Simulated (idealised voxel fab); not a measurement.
This is a process module. Its name is voxel air gaps.
We display cut, a cross-section 245 nm in width whose square cells are each 5 nm.
Format of a cross-section: grid, square cells. Given as bands. Order: top down. Band: one or more rows of cells.
Heads up on the band format: heights come first, top then bottom, in nm. After that it's the materials left to right, each with its width in nm. A single material flagged "edge to edge" fills the whole band edge to edge, and "empty" means there's empty space there.
All heights in this document are referenced to 0, defined as the level beneath which the wafer, as received, consists entirely of one material. The lowest band is not bounded below; it extends indefinitely downward and is written in the form "0 and below".
Graded width ("30 to 40"): value in top row of band = first number; value in bottom row = second number; row-to-row change constant.
Any step labelled "same as before" changed none of the cells in the cross-section.
If an empty space has no open way to the top and is at least 8 cells in size, "Closed void table" lists it, written width x height at distance, where distance is measured from the left edge and every value is in nm.
Anything after a step's settings on that line? It's the simulator's own note about the step.
overlay nm: right-of-plan distance of the mask on a masked step; negative values mean left-of-plan.
Everything after this point is organized in pairs: a cross-section before one process step, a cross-section after it that shows only as deep as the lowest changed band, and, under the pair, the intervening step with its settings. Because different runs of this module on the same starting wafer can supply different pairs, a pair continues from the pair above it only if its entry headed "Prior to step" says so.

Prior to step:
0 and below = Si edge to edge
Closed void table: none

Post-Step Section View:
15 down to 0 = SiO2 edge to edge
No changes below 0.
Closed void table: none
Step sandwiched between the two cross-sections above: CONFORMAL_DEP [material SiO2] [thk nm 15]

Prior to step: carried over from the after image of the pair right above.

Post-Step Section View:
20 down to 15 = SiCN edge to edge
No changes below 15.
Closed void table: none
Step sandwiched between the two cross-sections above: CONFORMAL_DEP [material SiCN] [thk nm 5]

Prior to step: carried over from the after image of the pair right above.

Post-Step Section View:
55 down to 20 = lowk edge to edge
No changes below 20.
Closed void table: none
Step sandwiched between the two cross-sections above: DIRECTIONAL_DEP [material lowk] [thk nm 35]

Prior to step: carried over from the after image of the pair right above.

Post-Step Section View:
75 down to 55 = resist 55, empty 25, resist 30, empty 25, resist 30, empty 25, resist 55
No changes below 55.
Closed void table: none
Step sandwiched between the two cross-sections above: PATTERN [tone open] [mask id LINES] [material resist] [width nm 25] [pitch nm 55] [thk nm 20] [overlay nm 0]

Prior to step: carried over from the after image of the pair right above.

Post-Step Section View:
75 down to 55 = resist 55, empty 25, resist 30, empty 25, resist 30, empty 25, resist 55
55 down to 20 = lowk 55, empty 25, lowk 30, empty 25, lowk 30, empty 25, lowk 55
No changes below 20.
Closed void table: none
Step sandwiched between the two cross-sections above: DIRECTIONAL_ETCH [etch materials lowk] [depth nm 35]

Prior to step: carried over from the after image of the pair right above.

Post-Step Section View:
55 down to 20 = lowk 55, empty 25, lowk 30, empty 25, lowk 30, empty 25, lowk 55
No changes below 20.
Closed void table: none
Step sandwiched between the two cross-sections above: STRIP [etch materials resist]

Prior to step: carried over from the after image of the pair right above.

Post-Step Section View:
60 down to 55 = TiN 60, empty 15, TiN 40, empty 15, TiN 40, empty 15, TiN 60
55 down to 25 = lowk 55, TiN 5, empty 15, TiN 5, lowk 30, TiN 5, empty 15, TiN 5, lowk 30, TiN 5, empty 15, TiN 5, lowk 55
25 down to 20 = lowk 55, TiN 25, lowk 30, TiN 25, lowk 30, TiN 25, lowk 55
No changes below 20.
Closed void table: none
Step sandwiched between the two cross-sections above: CONFORMAL_DEP [material TiN] [thk nm 5]

Prior to step: carried over from the after image of the pair right above.

Post-Step Section View:
65 down to 60 = W edge to edge
60 down to 55 = TiN 60, W 15, TiN 40, W 15, TiN 40, W 15, TiN 60
55 down to 25 = lowk 55, TiN 5, W 15, TiN 5, lowk 30, TiN 5, W 15, TiN 5, lowk 30, TiN 5, W 15, TiN 5, lowk 55
No changes below 25.
Closed void table: none
Step sandwiched between the two cross-sections above: FILL_DEP [material W] [thk nm 5]

Prior to step: carried over from the after image of the pair right above.

Post-Step Section View:
55 down to 25 = lowk 55, TiN 5, W 15, TiN 5, lowk 30, TiN 5, W 15, TiN 5, lowk 30, TiN 5, W 15, TiN 5, lowk 55
No changes below 25.
Closed void table: none
Step sandwiched between the two cross-sections above: CMP [height nm 55]

Prior to step: carried over from the after image of the pair right above.

Post-Step Section View:
65 down to 55 = empty 45, Ru 45, empty 10, Ru 45, empty 10, Ru 45, empty 45
No changes below 55.
Closed void table: none
Step sandwiched between the two cross-sections above: EPI [material Ru] [thk nm 10]

Prior to step: carried over from the after image of the pair right above.

Post-Step Section View:
65 down to 55 = empty 45, Ru 45, empty 10, Ru 45, empty 10, Ru 45, empty 45
55 down to 25 = empty 55, TiN 5, W 15, TiN 5, empty 30, TiN 5, W 15, TiN 5, empty 30, TiN 5, W 15, TiN 5, empty 55
25 down to 20 = empty 55, TiN 25, empty 30, TiN 25, empty 30, TiN 25, empty 55
No changes below 20.
Closed void table: none
Step sandwiched between the two cross-sections above: SELECTIVE_ETCH [etch materials lowk] [depth nm 45]

Prior to step: carried over from the after image of the pair right above.

Post-Step Section View:
70 down to 65 = empty 40, SiCN 165, empty 40
65 down to 55 = empty 40, SiCN 5, Ru 45, SiCN 10, Ru 45, SiCN 10, Ru 45, SiCN 5, empty 40
55 down to 50 = empty 40, SiCN 15, TiN 5, W 15, TiN 5, SiCN 30, TiN 5, W 15, TiN 5, SiCN 30, TiN 5, W 15, TiN 5, SiCN 15, empty 40
50 down to 25 = empty 50, SiCN 5, TiN 5, W 15, TiN 5, SiCN 5, empty 20, SiCN 5, TiN 5, W 15, TiN 5, SiCN 5, empty 20, SiCN 5, TiN 5, W 15, TiN 5, SiCN 5, empty 50
25 down to 20 = SiCN 55, TiN 25, SiCN 30, TiN 25, SiCN 30, TiN 25, SiCN 55
No changes below 20.
Closed void table: 20 x 25 at 85; 20 x 25 at 140
Step sandwiched between the two cross-sections above: CONFORMAL_DEP [material SiCN] [thk nm 5]

Prior to step:
15 down to 0 = SiO2 edge to edge
0 and below = Si edge to edge
Closed void table: none

Post-Step Section View:
50 down to 15 = lowk edge to edge
No changes below 15.
Closed void table: none
Step sandwiched between the two cross-sections above: DIRECTIONAL_DEP [material lowk] [thk nm 35]

Prior to step: carried over from the after image of the pair right above.

Post-Step Section View:
70 down to 50 = resist 55, empty 25, resist 30, empty 25, resist 30, empty 25, resist 55
No changes below 50.
Closed void table: none
Step sandwiched between the two cross-sections above: PATTERN [tone open] [mask id LINES] [material resist] [width nm 25] [pitch nm 55] [thk nm 20] [overlay nm 0]

Prior to step: carried over from the after image of the pair right above.

Post-Step Section View:
70 down to 50 = resist 55, empty 25, resist 30, empty 25, resist 30, empty 25, resist 55
50 down to 15 = lowk 55, empty 25, lowk 30, empty 25, lowk 30, empty 25, lowk 55
No changes below 15.
Closed void table: none
Step sandwiched between the two cross-sections above: DIRECTIONAL_ETCH [etch materials lowk] [depth nm 35]

Prior to step: carried over from the after image of the pair right above.

Post-Step Section View:
50 down to 15 = lowk 55, empty 25, lowk 30, empty 25, lowk 30, empty 25, lowk 55
No changes below 15.
Closed void table: none
Step sandwiched between the two cross-sections above: STRIP [etch materials resist]

Prior to step: carried over from the after image of the pair right above.

Post-Step Section View:
55 down to 50 = TiN 60, empty 15, TiN 40, empty 15, TiN 40, empty 15, TiN 60
50 down to 20 = lowk 55, TiN 5, empty 15, TiN 5, lowk 30, TiN 5, empty 15, TiN 5, lowk 30, TiN 5, empty 15, TiN 5, lowk 55
20 down to 15 = lowk 55, TiN 25, lowk 30, TiN 25, lowk 30, TiN 25, lowk 55
No changes below 15.
Closed void table: none
Step sandwiched between the two cross-sections above: CONFORMAL_DEP [material TiN] [thk nm 5]

Prior to step: carried over from the after image of the pair right above.

Post-Step Section View:
60 down to 55 = W edge to edge
55 down to 50 = TiN 60, W 15, TiN 40, W 15, TiN 40, W 15, TiN 60
50 down to 20 = lowk 55, TiN 5, W 15, TiN 5, lowk 30, TiN 5, W 15, TiN 5, lowk 30, TiN 5, W 15, TiN 5, lowk 55
No changes below 20.
Closed void table: none
Step sandwiched between the two cross-sections above: FILL_DEP [material W] [thk nm 5]

Prior to step: carried over from the after image of the pair right above.

Post-Step Section View:
55 down to 50 = TiN 60, W 15, TiN 40, W 15, TiN 40, W 15, TiN 60
No changes below 50.
Closed void table: none
Step sandwiched between the two cross-sections above: CMP [height nm 55]

Prior to step: carried over from the after image of the pair right above.

Post-Step Section View:
65 down to 55 = Ru edge to edge
No changes below 55.
Closed void table: none
Step sandwiched between the two cross-sections above: EPI [material Ru] [thk nm 10]

Prior to step: carried over from the after image of the pair right above.

Post-Step Section View:
70 down to 65 = SiCN edge to edge
No changes below 65.
Closed void table: none
Step sandwiched between the two cross-sections above: CONFORMAL_DEP [material SiCN] [thk nm 5]

Prior to step:
65 down to 55 = empty 45, Ru 45, empty 10, Ru 45, empty 10, Ru 45, empty 45
55 down to 25 = lowk 55, TiN 5, W 15, TiN 5, lowk 30, TiN 5, W 15, TiN 5, lowk 30, TiN 5, W 15, TiN 5, lowk 55
25 down to 20 = lowk 55, TiN 25, lowk 30, TiN 25, lowk 30, TiN 25, lowk 55
20 down to 15 = SiCN edge to edge
15 down to 0 = SiO2 edge to edge
0 and below = Si edge to edge
Closed void table: none

Post-Step Section View:
75 down to 55 = empty 35, Ru 175, empty 35
No changes below 55.
Closed void table: none
Step sandwiched between the two cross-sections above: EPI [material Ru] [thk nm 10]

Prior to step: carried over from the after image of the pair right above.

Post-Step Section View:
75 down to 55 = empty 35, Ru 175, empty 35
55 down to 25 = empty 55, TiN 5, W 15, TiN 5, lowk 30, TiN 5, W 15, TiN 5, lowk 30, TiN 5, W 15, TiN 5, empty 55
25 down to 20 = empty 55, TiN 25, lowk 30, TiN 25, lowk 30, TiN 25, empty 55
No changes below 20.
Closed void table: none
Step sandwiched between the two cross-sections above: SELECTIVE_ETCH [etch materials lowk] [depth nm 45]

Prior to step: carried over from the after image of the pair right above.

Post-Step Section View:
80 down to 75 = empty 30, SiCN 185, empty 30
75 down to 55 = empty 30, SiCN 5, Ru 175, SiCN 5, empty 30
55 down to 50 = empty 30, SiCN 25, TiN 5, W 15, TiN 5, lowk 30, TiN 5, W 15, TiN 5, lowk 30, TiN 5, W 15, TiN 5, SiCN 25, empty 30
50 down to 25 = empty 50, SiCN 5, TiN 5, W 15, TiN 5, lowk 30, TiN 5, W 15, TiN 5, lowk 30, TiN 5, W 15, TiN 5, SiCN 5, empty 50
25 down to 20 = SiCN 55, TiN 25, lowk 30, TiN 25, lowk 30, TiN 25, SiCN 55
No changes below 20.
Closed void table: none
Step sandwiched between the two cross-sections above: CONFORMAL_DEP [material SiCN] [thk nm 5]

Prior to step:
55 down to 25 = lowk 55, TiN 5, W 15, TiN 5, lowk 30, TiN 5, W 15, TiN 5, lowk 30, TiN 5, W 15, TiN 5, lowk 55
25 down to 20 = lowk 55, TiN 25, lowk 30, TiN 25, lowk 30, TiN 25, lowk 55
20 down to 15 = SiCN edge to edge
15 down to 0 = SiO2 edge to edge
0 and below = Si edge to edge
Closed void table: none

Post-Step Section View:
55 down to 25 = empty 55, TiN 5, W 15, TiN 5, empty 30, TiN 5, W 15, TiN 5, empty 30, TiN 5, W 15, TiN 5, empty 55
25 down to 20 = empty 55, TiN 25, empty 30, TiN 25, empty 30, TiN 25, empty 55
No changes below 20.
Closed void table: none
Step sandwiched between the two cross-sections above: SELECTIVE_ETCH [etch materials lowk] [depth nm 45]

Prior to step: carried over from the after image of the pair right above.

Post-Step Section View:
65 down to 55 = empty 45, Ru 45, empty 10, Ru 45, empty 10, Ru 45, empty 45
55 down to 25 = empty 45, Ru 10, TiN 5, W 15, TiN 5, Ru 10, empty 10, Ru 10, TiN 5, W 15, TiN 5, Ru 10, empty 10, Ru 10, TiN 5, W 15, TiN 5, Ru 10, empty 45
25 down to 20 = empty 45, Ru 10, TiN 25, Ru 10, empty 10, Ru 10, TiN 25, Ru 10, empty 10, Ru 10, TiN 25, Ru 10, empty 45
No changes below 20.
Closed void table: none
Step sandwiched between the two cross-sections above: EPI [material Ru] [thk nm 10]

Prior to step: carried over from the after image of the pair right above.

Post-Step Section View:
70 down to 65 = empty 40, SiCN 165, empty 40
65 down to 55 = empty 40, SiCN 5, Ru 45, SiCN 10, Ru 45, SiCN 10, Ru 45, SiCN 5, empty 40
55 down to 25 = empty 40, SiCN 5, Ru 10, TiN 5, W 15, TiN 5, Ru 10, SiCN 10, Ru 10, TiN 5, W 15, TiN 5, Ru 10, SiCN 10, Ru 10, TiN 5, W 15, TiN 5, Ru 10, SiCN 5, empty 40
25 down to 20 = SiCN 45, Ru 10, TiN 25, Ru 10, SiCN 10, Ru 10, TiN 25, Ru 10, SiCN 10, Ru 10, TiN 25, Ru 10, SiCN 45
No changes below 20.
Closed void table: none
Step sandwiched between the two cross-sections above: CONFORMAL_DEP [material SiCN] [thk nm 5]

Prior to step:
65 down to 60 = W edge to edge
60 down to 55 = TiN 60, W 15, TiN 40, W 15, TiN 40, W 15, TiN 60
55 down to 25 = lowk 55, TiN 5, W 15, TiN 5, lowk 30, TiN 5, W 15, TiN 5, lowk 30, TiN 5, W 15, TiN 5, lowk 55
25 down to 20 = lowk 55, TiN 25, lowk 30, TiN 25, lowk 30, TiN 25, lowk 55
20 down to 15 = SiCN edge to edge
15 down to 0 = SiO2 edge to edge
0 and below = Si edge to edge
Closed void table: none

Post-Step Section View:
50 down to 25 = lowk 55, TiN 5, W 15, TiN 5, lowk 30, TiN 5, W 15, TiN 5, lowk 30, TiN 5, W 15, TiN 5, lowk 55
No changes below 25.
Closed void table: none
Step sandwiched between the two cross-sections above: CMP [height nm 50]

Prior to step: carried over from the after image of the pair right above.

Post-Step Section View:
60 down to 50 = empty 45, Ru 45, empty 10, Ru 45, empty 10, Ru 45, empty 45
No changes below 50.
Closed void table: none
Step sandwiched between the two cross-sections above: EPI [material Ru] [thk nm 10]

Prior to step: carried over from the after image of the pair right above.

Post-Step Section View:
60 down to 50 = empty 45, Ru 45, empty 10, Ru 45, empty 10, Ru 45, empty 45
50 down to 25 = empty 55, TiN 5, W 15, TiN 5, empty 30, TiN 5, W 15, TiN 5, empty 30, TiN 5, W 15, TiN 5, empty 55
25 down to 20 = empty 55, TiN 25, empty 30, TiN 25, empty 30, TiN 25, empty 55
No changes below 20.
Closed void table: none
Step sandwiched between the two cross-sections above: SELECTIVE_ETCH [etch materials lowk] [depth nm 45]

Prior to step: carried over from the after image of the pair right above.

Post-Step Section View:
65 down to 60 = empty 40, SiCN 165, empty 40
60 down to 50 = empty 40, SiCN 5, Ru 45, SiCN 10, Ru 45, SiCN 10, Ru 45, SiCN 5, empty 40
50 down to 45 = empty 40, SiCN 15, TiN 5, W 15, TiN 5, SiCN 30, TiN 5, W 15, TiN 5, SiCN 30, TiN 5, W 15, TiN 5, SiCN 15, empty 40
45 down to 25 = empty 50, SiCN 5, TiN 5, W 15, TiN 5, SiCN 5, empty 20, SiCN 5, TiN 5, W 15, TiN 5, SiCN 5, empty 20, SiCN 5, TiN 5, W 15, TiN 5, SiCN 5, empty 50
25 down to 20 = SiCN 55, TiN 25, SiCN 30, TiN 25, SiCN 30, TiN 25, SiCN 55
No changes below 20.
Closed void table: 20 x 20 at 85; 20 x 20 at 140
Step sandwiched between the two cross-sections above: CONFORMAL_DEP [material SiCN] [thk nm 5]

Prior to step:
55 down to 20 = lowk edge to edge
20 down to 15 = SiCN edge to edge
15 down to 0 = SiO2 edge to edge
0 and below = Si edge to edge
Closed void table: none

Post-Step Section View:
75 down to 55 = resist 60, empty 20, resist 35, empty 20, resist 35, empty 20, resist 55
No changes below 55.
Closed void table: none
Step sandwiched between the two cross-sections above: PATTERN [tone open] [mask id LINES] [material resist] [width nm 20] [pitch nm 55] [thk nm 20] [overlay nm 0]

Prior to step: carried over from the after image of the pair right above.

Post-Step Section View:
75 down to 55 = resist 60, empty 20, resist 35, empty 20, resist 35, empty 20, resist 55
55 down to 20 = lowk 60, empty 20, lowk 35, empty 20, lowk 35, empty 20, lowk 55
No changes below 20.
Closed void table: none
Step sandwiched between the two cross-sections above: DIRECTIONAL_ETCH [etch materials lowk] [depth nm 35]

Prior to step: carried over from the after image of the pair right above.

Post-Step Section View:
55 down to 20 = lowk 60, empty 20, lowk 35, empty 20, lowk 35, empty 20, lowk 55
No changes below 20.
Closed void table: none
Step sandwiched between the two cross-sections above: STRIP [etch materials resist]

Prior to step: carried over from the after image of the pair right above.

Post-Step Section View:
60 down to 55 = TiN 65, empty 10, TiN 45, empty 10, TiN 45, empty 10, TiN 60
55 down to 25 = lowk 60, TiN 5, empty 10, TiN 5, lowk 35, TiN 5, empty 10, TiN 5, lowk 35, TiN 5, empty 10, TiN 5, lowk 55
25 down to 20 = lowk 60, TiN 20, lowk 35, TiN 20, lowk 35, TiN 20, lowk 55
No changes below 20.
Closed void table: none
Step sandwiched between the two cross-sections above: CONFORMAL_DEP [material TiN] [thk nm 5]

Prior to step: carried over from the after image of the pair right above.

Post-Step Section View:
65 down to 60 = W edge to edge
60 down to 55 = TiN 65, W 10, TiN 45, W 10, TiN 45, W 10, TiN 60
55 down to 25 = lowk 60, TiN 5, W 10, TiN 5, lowk 35, TiN 5, W 10, TiN 5, lowk 35, TiN 5, W 10, TiN 5, lowk 55
No changes below 25.
Closed void table: none
Step sandwiched between the two cross-sections above: FILL_DEP [material W] [thk nm 5]

Prior to step: carried over from the after image of the pair right above.

Post-Step Section View:
55 down to 25 = lowk 60, TiN 5, W 10, TiN 5, lowk 35, TiN 5, W 10, TiN 5, lowk 35, TiN 5, W 10, TiN 5, lowk 55
No changes below 25.
Closed void table: none
Step sandwiched between the two cross-sections above: CMP [height nm 55]

Prior to step: carried over from the after image of the pair right above.

Post-Step Section View:
65 down to 55 = empty 50, Ru 40, empty 15, Ru 40, empty 15, Ru 40, empty 45
No changes below 55.
Closed void table: none
Step sandwiched between the two cross-sections above: EPI [material Ru] [thk nm 10]

Prior to step: carried over from the after image of the pair right above.

Post-Step Section View:
65 down to 55 = empty 50, Ru 40, empty 15, Ru 40, empty 15, Ru 40, empty 45
55 down to 25 = empty 60, TiN 5, W 10, TiN 5, empty 35, TiN 5, W 10, TiN 5, empty 35, TiN 5, W 10, TiN 5, empty 55
25 down to 20 = empty 60, TiN 20, empty 35, TiN 20, empty 35, TiN 20, empty 55
No changes below 20.
Closed void table: none
Step sandwiched between the two cross-sections above: SELECTIVE_ETCH [etch materials lowk] [depth nm 45]

Prior to step: carried over from the after image of the pair right above.

Post-Step Section View:
70 down to 65 = empty 45, SiCN 50, empty 5, SiCN 50, empty 5, SiCN 50, empty 40
65 down to 55 = empty 45, SiCN 5, Ru 40, SiCN 5, empty 5, SiCN 5, Ru 40, SiCN 5, empty 5, SiCN 5, Ru 40, SiCN 5, empty 40
55 down to 50 = empty 45, SiCN 15, TiN 5, W 10, TiN 5, SiCN 15, empty 5, SiCN 15, TiN 5, W 10, TiN 5, SiCN 15, empty 5, SiCN 15, TiN 5, W 10, TiN 5, SiCN 15, empty 40
50 down to 25 = empty 55, SiCN 5, TiN 5, W 10, TiN 5, SiCN 5, empty 25, SiCN 5, TiN 5, W 10, TiN 5, SiCN 5, empty 25, SiCN 5, TiN 5, W 10, TiN 5, SiCN 5, empty 50
25 down to 20 = SiCN 60, TiN 20, SiCN 35, TiN 20, SiCN 35, TiN 20, SiCN 55
No changes below 20.
Closed void table: none
Step sandwiched between the two cross-sections above: CONFORMAL_DEP [material SiCN] [thk nm 5]

Prior to step:
55 down to 20 = lowk edge to edge
20 down to 15 = SiCN edge to edge
15 down to 0 = SiO2 edge to edge
0 and below = Si edge to edge
Closed void table: none

Post-Step Section View:
75 down to 55 = resist 45, empty 25, resist 30, empty 25, resist 30, empty 25, resist 65
No changes below 55.
Closed void table: none
Step sandwiched between the two cross-sections above: PATTERN [tone open] [mask id LINES] [material resist] [width nm 25] [pitch nm 55] [thk nm 20] [overlay nm -10]

Prior to step: carried over from the after image of the pair right above.

Post-Step Section View:
75 down to 55 = resist 45, empty 25, resist 30, empty 25, resist 30, empty 25, resist 65
55 down to 20 = lowk 45, empty 25, lowk 30, empty 25, lowk 30, empty 25, lowk 65
No changes below 20.
Closed void table: none
Step sandwiched between the two cross-sections above: DIRECTIONAL_ETCH [etch materials lowk] [depth nm 35]

Prior to step: carried over from the after image of the pair right above.

Post-Step Section View:
55 down to 20 = lowk 45, empty 25, lowk 30, empty 25, lowk 30, empty 25, lowk 65
No changes below 20.
Closed void table: none
Step sandwiched between the two cross-sections above: STRIP [etch materials resist]

Prior to step: carried over from the after image of the pair right above.

Post-Step Section View:
60 down to 55 = TiN 50, empty 15, TiN 40, empty 15, TiN 40, empty 15, TiN 70
55 down to 25 = lowk 45, TiN 5, empty 15, TiN 5, lowk 30, TiN 5, empty 15, TiN 5, lowk 30, TiN 5, empty 15, TiN 5, lowk 65
25 down to 20 = lowk 45, TiN 25, lowk 30, TiN 25, lowk 30, TiN 25, lowk 65
No changes below 20.
Closed void table: none
Step sandwiched between the two cross-sections above: CONFORMAL_DEP [material TiN] [thk nm 5]

Prior to step: carried over from the after image of the pair right above.

Post-Step Section View:
65 down to 60 = W edge to edge
60 down to 55 = TiN 50, W 15, TiN 40, W 15, TiN 40, W 15, TiN 70
55 down to 25 = lowk 45, TiN 5, W 15, TiN 5, lowk 30, TiN 5, W 15, TiN 5, lowk 30, TiN 5, W 15, TiN 5, lowk 65
No changes below 25.
Closed void table: none
Step sandwiched between the two cross-sections above: FILL_DEP [material W] [thk nm 5]

Prior to step: carried over from the after image of the pair right above.

Post-Step Section View:
55 down to 25 = lowk 45, TiN 5, W 15, TiN 5, lowk 30, TiN 5, W 15, TiN 5, lowk 30, TiN 5, W 15, TiN 5, lowk 65
No changes below 25.
Closed void table: none
Step sandwiched between the two cross-sections above: CMP [height nm 55]

Prior to step: carried over from the after image of the pair right above.

Post-Step Section View:
65 down to 55 = empty 35, Ru 45, empty 10, Ru 45, empty 10, Ru 45, empty 55
No changes below 55.
Closed void table: none
Step sandwiched between the two cross-sections above: EPI [material Ru] [thk nm 10]

Prior to step: carried over from the after image of the pair right above.

Post-Step Section View:
65 down to 55 = empty 35, Ru 45, empty 10, Ru 45, empty 10, Ru 45, empty 55
55 down to 25 = empty 45, TiN 5, W 15, TiN 5, empty 30, TiN 5, W 15, TiN 5, empty 30, TiN 5, W 15, TiN 5, empty 65
25 down to 20 = empty 45, TiN 25, empty 30, TiN 25, empty 30, TiN 25, empty 65
No changes below 20.
Closed void table: none
Step sandwiched between the two cross-sections above: SELECTIVE_ETCH [etch materials lowk] [depth nm 45]

Prior to step: carried over from the after image of the pair right above.

Post-Step Section View:
70 down to 65 = empty 30, SiCN 165, empty 50
65 down to 55 = empty 30, SiCN 5, Ru 45, SiCN 10, Ru 45, SiCN 10, Ru 45, SiCN 5, empty 50
55 down to 50 = empty 30, SiCN 15, TiN 5, W 15, TiN 5, SiCN 30, TiN 5, W 15, TiN 5, SiCN 30, TiN 5, W 15, TiN 5, SiCN 15, empty 50
50 down to 25 = empty 40, SiCN 5, TiN 5, W 15, TiN 5, SiCN 5, empty 20, SiCN 5, TiN 5, W 15, TiN 5, SiCN 5, empty 20, SiCN 5, TiN 5, W 15, TiN 5, SiCN 5, empty 60
25 down to 20 = SiCN 45, TiN 25, SiCN 30, TiN 25, SiCN 30, TiN 25, SiCN 65
No changes below 20.
Closed void table: 20 x 25 at 75; 20 x 25 at 130
Step sandwiched between the two cross-sections above: CONFORMAL_DEP [material SiCN] [thk nm 5]

Prior to step:
15 down to 0 = SiO2 edge to edge
0 and below = Si edge to edge
Closed void table: none

Post-Step Section View:
20 down to 15 = lowk edge to edge
No changes below 15.
Closed void table: none
Step sandwiched between the two cross-sections above: CONFORMAL_DEP [material lowk] [thk nm 5]

Prior to step: carried over from the after image of the pair right above.

Post-Step Section View:
55 down to 15 = lowk edge to edge
No changes below 15.
Closed void table: none
Step sandwiched between the two cross-sections above: DIRECTIONAL_DEP [material lowk] [thk nm 35]

Prior to step: carried over from the after image of the pair right above.

Post-Step Section View:
75 down to 55 = resist 55, empty 25, resist 30, empty 25, resist 30, empty 25, resist 55
No changes below 55.
Closed void table: none
Step sandwiched between the two cross-sections above: PATTERN [tone open] [mask id LINES] [material resist] [width nm 25] [pitch nm 55] [thk nm 20] [overlay nm 0]

Prior to step: carried over from the after image of the pair right above.

Post-Step Section View:
75 down to 55 = resist 55, empty 25, resist 30, empty 25, resist 30, empty 25, resist 55
55 down to 20 = lowk 55, empty 25, lowk 30, empty 25, lowk 30, empty 25, lowk 55
No changes below 20.
Closed void table: none
Step sandwiched between the two cross-sections above: DIRECTIONAL_ETCH [etch materials lowk] [depth nm 35]

Prior to step: carried over from the after image of the pair right above.

Post-Step Section View:
55 down to 20 = lowk 55, empty 25, lowk 30, empty 25, lowk 30, empty 25, lowk 55
No changes below 20.
Closed void table: none
Step sandwiched between the two cross-sections above: STRIP [etch materials resist]

Prior to step: carried over from the after image of the pair right above.

Post-Step Section View:
60 down to 55 = TiN 60, empty 15, TiN 40, empty 15, TiN 40, empty 15, TiN 60
55 down to 25 = lowk 55, TiN 5, empty 15, TiN 5, lowk 30, TiN 5, empty 15, TiN 5, lowk 30, TiN 5, empty 15, TiN 5, lowk 55
25 down to 20 = lowk 55, TiN 25, lowk 30, TiN 25, lowk 30, TiN 25, lowk 55
No changes below 20.
Closed void table: none
Step sandwiched between the two cross-sections above: CONFORMAL_DEP [material TiN] [thk nm 5]

Prior to step: carried over from the after image of the pair right above.

Post-Step Section View:
65 down to 60 = W edge to edge
60 down to 55 = TiN 60, W 15, TiN 40, W 15, TiN 40, W 15, TiN 60
55 down to 25 = lowk 55, TiN 5, W 15, TiN 5, lowk 30, TiN 5, W 15, TiN 5, lowk 30, TiN 5, W 15, TiN 5, lowk 55
No changes below 25.
Closed void table: none
Step sandwiched between the two cross-sections above: FILL_DEP [material W] [thk nm 5]

Prior to step: carried over from the after image of the pair right above.

Post-Step Section View:
55 down to 25 = lowk 55, TiN 5, W 15, TiN 5, lowk 30, TiN 5, W 15, TiN 5, lowk 30, TiN 5, W 15, TiN 5, lowk 55
No changes below 25.
Closed void table: none
Step sandwiched between the two cross-sections above: CMP [height nm 55]

Prior to step: carried over from the after image of the pair right above.

Post-Step Section View:
65 down to 55 = empty 45, Ru 45, empty 10, Ru 45, empty 10, Ru 45, empty 45
No changes below 55.
Closed void table: none
Step sandwiched between the two cross-sections above: EPI [material Ru] [thk nm 10]

Prior to step: carried over from the after image of the pair right above.

Post-Step Section View:
65 down to 55 = empty 45, Ru 45, empty 10, Ru 45, empty 10, Ru 45, empty 45
55 down to 25 = empty 55, TiN 5, W 15, TiN 5, empty 30, TiN 5, W 15, TiN 5, empty 30, TiN 5, W 15, TiN 5, empty 55
25 down to 20 = empty 55, TiN 25, empty 30, TiN 25, empty 30, TiN 25, empty 55
20 down to 15 = empty 65, lowk 5, empty 50, lowk 5, empty 50, lowk 5, empty 65
No changes below 15.
Closed void table: none
Step sandwiched between the two cross-sections above: SELECTIVE_ETCH [etch materials lowk] [depth nm 45]

Prior to step: carried over from the after image of the pair right above.

Post-Step Section View:
70 down to 65 = empty 40, SiCN 165, empty 40
65 down to 55 = empty 40, SiCN 5, Ru 45, SiCN 10, Ru 45, SiCN 10, Ru 45, SiCN 5, empty 40
55 down to 50 = empty 40, SiCN 15, TiN 5, W 15, TiN 5, SiCN 30, TiN 5, W 15, TiN 5, SiCN 30, TiN 5, W 15, TiN 5, SiCN 15, empty 40
50 down to 25 = empty 50, SiCN 5, TiN 5, W 15, TiN 5, SiCN 5, empty 20, SiCN 5, TiN 5, W 15, TiN 5, SiCN 5, empty 20, SiCN 5, TiN 5, W 15, TiN 5, SiCN 5, empty 50
25 down to 20 = empty 50, SiCN 5, TiN 25, SiCN 5, empty 20, SiCN 5, TiN 25, SiCN 5, empty 20, SiCN 5, TiN 25, SiCN 5, empty 50
20 down to 15 = SiCN 65, lowk 5, SiCN 50, lowk 5, SiCN 50, lowk 5, SiCN 65
No changes below 15.
Closed void table: 20 x 30 at 85; 20 x 30 at 140
Step sandwiched between the two cross-sections above: CONFORMAL_DEP [material SiCN] [thk nm 5]

Prior to step:
55 down to 20 = lowk edge to edge
20 down to 15 = SiCN edge to edge
15 down to 0 = SiO2 edge to edge
0 and below = Si edge to edge
Closed void table: none

Post-Step Section View:
75 down to 55 = empty 55, resist 25, empty 30, resist 25, empty 30, resist 25, empty 55
No changes below 55.
Closed void table: none
Step sandwiched between the two cross-sections above: PATTERN [tone cover] [mask id LINES] [material resist] [width nm 25] [pitch nm 55] [thk nm 20] [overlay nm 0]

Prior to step: carried over from the after image of the pair right above.

Post-Step Section View:
75 down to 55 = empty 55, resist 25, empty 30, resist 25, empty 30, resist 25, empty 55
55 down to 20 = empty 55, lowk 25, empty 30, lowk 25, empty 30, lowk 25, empty 55
No changes below 20.
Closed void table: none
Step sandwiched between the two cross-sections above: DIRECTIONAL_ETCH [etch materials lowk] [depth nm 35]

Prior to step: carried over from the after image of the pair right above.

Post-Step Section View:
55 down to 20 = empty 55, lowk 25, empty 30, lowk 25, empty 30, lowk 25, empty 55
No changes below 20.
Closed void table: none
Step sandwiched between the two cross-sections above: STRIP [etch materials resist]

Prior to step: carried over from the after image of the pair right above.

Post-Step Section View:
60 down to 55 = empty 50, TiN 35, empty 20, TiN 35, empty 20, TiN 35, empty 50
55 down to 25 = empty 50, TiN 5, lowk 25, TiN 5, empty 20, TiN 5, lowk 25, TiN 5, empty 20, TiN 5, lowk 25, TiN 5, empty 50
25 down to 20 = TiN 55, lowk 25, TiN 30, lowk 25, TiN 30, lowk 25, TiN 55
No changes below 20.
Closed void table: none
Step sandwiched between the two cross-sections above: CONFORMAL_DEP [material TiN] [thk nm 5]

Prior to step: carried over from the after image of the pair right above.

Post-Step Section View:
65 down to 60 = W edge to edge
60 down to 55 = W 50, TiN 35, W 20, TiN 35, W 20, TiN 35, W 50
55 down to 25 = W 50, TiN 5, lowk 25, TiN 5, W 20, TiN 5, lowk 25, TiN 5, W 20, TiN 5, lowk 25, TiN 5, W 50
No changes below 25.
Closed void table: none
Step sandwiched between the two cross-sections above: FILL_DEP [material W] [thk nm 5]
